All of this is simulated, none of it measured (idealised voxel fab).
This is a process module. Its name is voxel transistor to metal.
Shown is cross-section cut, with a width of 150 nm and square cells of size 5 nm.
Each cross-section below is a grid of square cells, stated as bands in top-down order, with one or more rows of cells making up each band.
Quick guide to a band line: top height, bottom height (nm) up front; then every material left to right with its width in nm. Only one material and it's marked "full width"? Then it fills the band edge to edge. And "blank" just means empty space.
Heights are measured from 0, the level below which the as-received wafer is all one material; the lowest band has no bottom and continues downward, written as in "z 0 and below".
The expression "30 to 40" gives the width at the extremes of the band, the first number at its top row of cells and the second at its bottom row, with the width changing by equal amounts from each row to the next in between.
A step reported as "remained unchanged" is a step in which no cell of the cross-section changed.
Entry "Voids lacking openings" = empty spaces >= 8 cells with no open way to the top; each as width x height at distance, distance from left edge, all nm.
It should be noted that, on the line of a given step, the content following the step's settings is a remark produced by the simulator itself with respect to that step.
Steps that use a mask can have "overlay nm" on their line. It says how far the mask sat to the right of where it was meant to be. Negative means to the left.

LISTED BELOW ARE THE PROCESS STEPS AS PLANNED
1. RECEIVE, material Si
2. CONFORMAL_DEP, material SiO2, thk nm 5
3. CONFORMAL_DEP, material SiN, thk nm 10
4. DIRECTIONAL_DEP, material aC, thk nm 15
5. PATTERN, tone cover, mask id ACTIVE, material resist, width nm 115, thk nm 35, overlay nm 0
6. DIRECTIONAL_ETCH, etch materials aC, depth nm 15
7. STRIP, etch materials resist
8. DIRECTIONAL_ETCH, etch materials SiN, depth nm 10
9. DIRECTIONAL_ETCH, etch materials SiO2, depth nm 5
10. DIRECTIONAL_ETCH, etch materials Si, depth nm 35
11. STRIP, etch materials aC
12. FILL_DEP, material SiO2, thk nm 10
13. CMP, height nm 15
14. SELECTIVE_ETCH, etch materials SiO2, depth nm 5
15. STRIP, etch materials SiN
16. SELECTIVE_ETCH, etch materials SiO2, depth nm 5
17. OXIDIZE, depth nm 5
18. DIRECTIONAL_DEP, material polySi, thk nm 30
19. DIRECTIONAL_DEP, material SiCN, thk nm 15
20. DIRECTIONAL_DEP, material aC, thk nm 15
21. PATTERN, tone cover, mask id GATE, material resist, width nm 35, thk nm 35, overlay nm 0
22. DIRECTIONAL_ETCH, etch materials aC, depth nm 15
23. STRIP, etch materials resist
24. DIRECTIONAL_ETCH, etch materials SiCN, depth nm 25
25. DIRECTIONAL_ETCH, etch materials polySi, depth nm 40
26. STRIP, etch materials aC
27. CONFORMAL_DEP, material SiN, thk nm 10
28. DIRECTIONAL_ETCH, etch materials SiN, depth nm 10
29. DIRECTIONAL_ETCH, etch materials SiO2, depth nm 5
30. DIRECTIONAL_ETCH, etch materials Si, depth nm 15
31. EPI, material pSi, thk nm 15
32. FILL_DEP, material SiO2, thk nm 5
33. CMP, height nm 30
34. STRIP, etch materials polySi
35. SELECTIVE_ETCH, etch materials SiO2, depth nm 5
36. CONFORMAL_DEP, material HfO2, thk nm 5
37. CONFORMAL_DEP, material TiN, thk nm 5
38. FILL_DEP, material W, thk nm 5
39. CMP, height nm 25
40. DIRECTIONAL_DEP, material SiO2, thk nm 10
41. DIRECTIONAL_DEP, material aC, thk nm 15
42. PATTERN, tone open, mask id CONTACT, material resist, width nm 15, pitch nm 90, thk nm 35, overlay nm 0
43. DIRECTIONAL_ETCH, etch materials aC, depth nm 15
44. STRIP, etch materials resist
45. DIRECTIONAL_ETCH, etch materials SiO2, depth nm 25
46. STRIP, etch materials aC
47. CONFORMAL_DEP, material TiN, thk nm 5
48. FILL_DEP, material Ru, thk nm 10
49. CMP, height nm 35
50. DIRECTIONAL_DEP, material TiN, thk nm 5
51. DIRECTIONAL_DEP, material W, thk nm 20
52. PATTERN, tone cover, mask id METAL_1, material resist, width nm 15, pitch nm 90, thk nm 20, overlay nm 0
53. DIRECTIONAL_ETCH, etch materials W, depth nm 20
54. DIRECTIONAL_ETCH, etch materials TiN, depth nm 5
55. STRIP, etch materials resist
56. CONFORMAL_DEP, material SiN, thk nm 5
57. FILL_DEP, material lowk, thk nm 10
58. CMP, height nm 60
59. CONFORMAL_DEP, material SiCN, thk nm 5
60. DIRECTIONAL_DEP, material lowk, thk nm 25
61. MASKED_ETCH, tone open, mask id METAL_2, width nm 15, pitch nm 90, etch materials lowk, depth nm 15, overlay nm 0
62. MASKED_ETCH, tone open, mask id METAL_2_HOLES, width nm 15, pitch nm 90, etch materials lowk, depth nm 10, overlay nm 0
63. MASKED_ETCH, tone open, mask id METAL_2_HOLES, width nm 15, pitch nm 90, etch materials SiCN, depth nm 5, overlay nm 0
64. CONFORMAL_DEP, material TiN, thk nm 5
65. FILL_DEP, material Ru, thk nm 5
66. CMP, height nm 90
67. CONFORMAL_DEP, material SiCN, thk nm 5

INCOMING WAFER, CROSS-SECTIONAL VIEW, POST STEP 1
- z 0 and below  Si full width
- Voids lacking openings: none

SAME STARTING WAFER, SAME PLAN AS ABOVE, ONE MISTAKE IN THE EXECUTION; THIS IS THE CROSS-SECTION AT THE END OF THE MODULE
- z 95 to 90  SiCN full width
- z 90 to 65  20 of lowk, then 5 of TiN, then 5 of Ru, then 5 of TiN, then 75 of lowk, then 5 of TiN, then 5 of Ru, then 5 of TiN, then 25 of lowk
- z 65 to 60  20 of SiCN, then 15 of TiN, then 75 of SiCN, then 15 of TiN, then 25 of SiCN
- z 60 to 40  15 of lowk, then 5 of SiN, then 15 of W, then 5 of SiN, then 65 of lowk, then 5 of SiN, then 15 of W, then 5 of SiN, then 20 of lowk
- z 40 to 35  20 of SiN, then 15 of TiN, then 75 of SiN, then 15 of TiN, then 25 of SiN
- z 35 to 25  20 of SiO2, then 5 of TiN, then 5 of Ru, then 5 of TiN, then 75 of SiO2, then 5 of TiN, then 5 of Ru, then 5 of TiN, then 25 of SiO2
- z 25 to 15  20 of SiO2, then 5 of TiN, then 5 of Ru, then 5 of TiN, then 10 of SiO2, then 10 of SiN, then 5 of HfO2, then 5 of TiN, then 15 of W, then 5 of TiN, then 5 of HfO2, then 10 of SiN, then 10 of SiO2, then 5 of TiN, then 5 of Ru, then 5 of TiN, then 25 of SiO2
- z 15 to 10  20 of SiO2, then 15 of TiN, then 10 of SiO2, then 10 of SiN, then 5 of HfO2, then 5 of TiN, then 15 of W, then 5 of TiN, then 5 of HfO2, then 10 of SiN, then 10 of SiO2, then 15 of TiN, then 25 of SiO2
- z 10 to 5  15 of SiO2, then 30 of pSi, then 10 of SiN, then 5 of HfO2, then 5 of TiN, then 15 of W, then 5 of TiN, then 5 of HfO2, then 10 of SiN, then 30 of pSi, then 20 of SiO2
- z 5 to 0  10 of SiO2, then 10 of SiN, then 25 of pSi, then 10 of SiN, then 5 of HfO2, then 25 of TiN, then 5 of HfO2, then 10 of SiN, then 25 of pSi, then 10 of SiN, then 15 of SiO2
- z 0 to -5  20 of SiO2, then 25 of pSi, then 5 of SiO2, then 45 of HfO2, then 5 of SiO2, then 25 of pSi, then 25 of SiO2
- z -5 to -35  15 of SiO2, then 5 of Si, then 25 of pSi, then 55 of Si, then 25 of pSi, then 5 of Si, then 20 of SiO2
- z -35 and below  Si full width
- Voids lacking openings: none
What was done differently from what was planned? it should be noted that step 30 of the plan was executed twice
